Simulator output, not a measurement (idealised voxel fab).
process module | voxel ribs on slabs
cross-section cut | 185 nm wide | cells 5 nm
Notation: cross-section as square-cell grid; stated in bands, top first, going down; one or more cell rows per band.
A band entry consists of two parts. The first gives the height of the band's top and the height of its bottom, in nm. The rest lists the band's materials from left to right, each with its width in nm. A single material labelled with the word "everywhere" fills the band from edge to edge, and the word "air" marks empty space.
Height reference: 0 = level under which incoming wafer is all one material. Lowest band: no bottom, runs on downward, e.g. "0 and below".
Width: "30->40" (first number = top row, second number = bottom row, same change from row to row of cells).
Any step labelled "no modification" changed none of the cells in the cross-section.
Under "Enclosed void entries" you'll find the enclosed gaps, the ones with no way out to the top, that are 8 cells or bigger; each reads width x height at distance, with distance counted from the left edge, everything in nm.
It should be noted that, on the line of a given step, the content following the step's settings is a remark produced by the simulator itself with respect to that step.
The line of a step may include "overlay nm". On a step with a mask, this value is how far to the right of its planned place the mask lay. A negative value means the mask lay to the left.
# Set out below are the planned steps of the process
1,RECEIVE with material Si
2,DIRECTIONAL_DEP with material SiO2, thk nm 25
3,DIRECTIONAL_DEP with material polySi, thk nm 15
4,PATTERN with tone cover, mask id RIB, material resist, width nm 15, thk nm 20, overlay nm 0
5,DIRECTIONAL_ETCH with etch materials polySi, depth nm 5
6,STRIP with etch materials resist
7,PATTERN with tone cover, mask id SLAB, material resist, width nm 55, thk nm 20, overlay nm 0
8,DIRECTIONAL_ETCH with etch materials polySi, depth nm 10
9,STRIP with etch materials resist
10,FILL_DEP with material SiO2, thk nm 20
11,CMP with height nm 50
12,DIRECTIONAL_DEP with material TiN, thk nm 5
13,PATTERN with tone cover, mask id HEATER, material resist, width nm 25, thk nm 20, overlay nm 0
14,DIRECTIONAL_ETCH with etch materials TiN, depth nm 5
15,STRIP with etch materials resist
16,CONFORMAL_DEP with material SiO2, thk nm 5
# Cross-section, incoming material, after step 1
- 0 and below = Si everywhere
- Enclosed void entries: none
# Look at the cross-section after the module: the wafer started out the way shown above and the plan was the one shown above, yet one mistake was made along the way
- 60 down to 55 = air (75) / SiO2 (35) / air (75)
- 55 down to 50 = SiO2 (80) / TiN (25) / SiO2 (80)
- 50 down to 40 = SiO2 everywhere
- 40 down to 35 = SiO2 (85) / polySi (15) / SiO2 (85)
- 35 down to 25 = SiO2 (70) / polySi (45) / SiO2 (70)
- 25 down to 0 = SiO2 everywhere
- 0 and below = Si everywhere
- Enclosed void entries: none
Run error: step 7, actual vs plan mismatch, actual run PATTERN with tone cover, mask id SLAB, material resist, width nm 45, thk nm 20, overlay nm 0
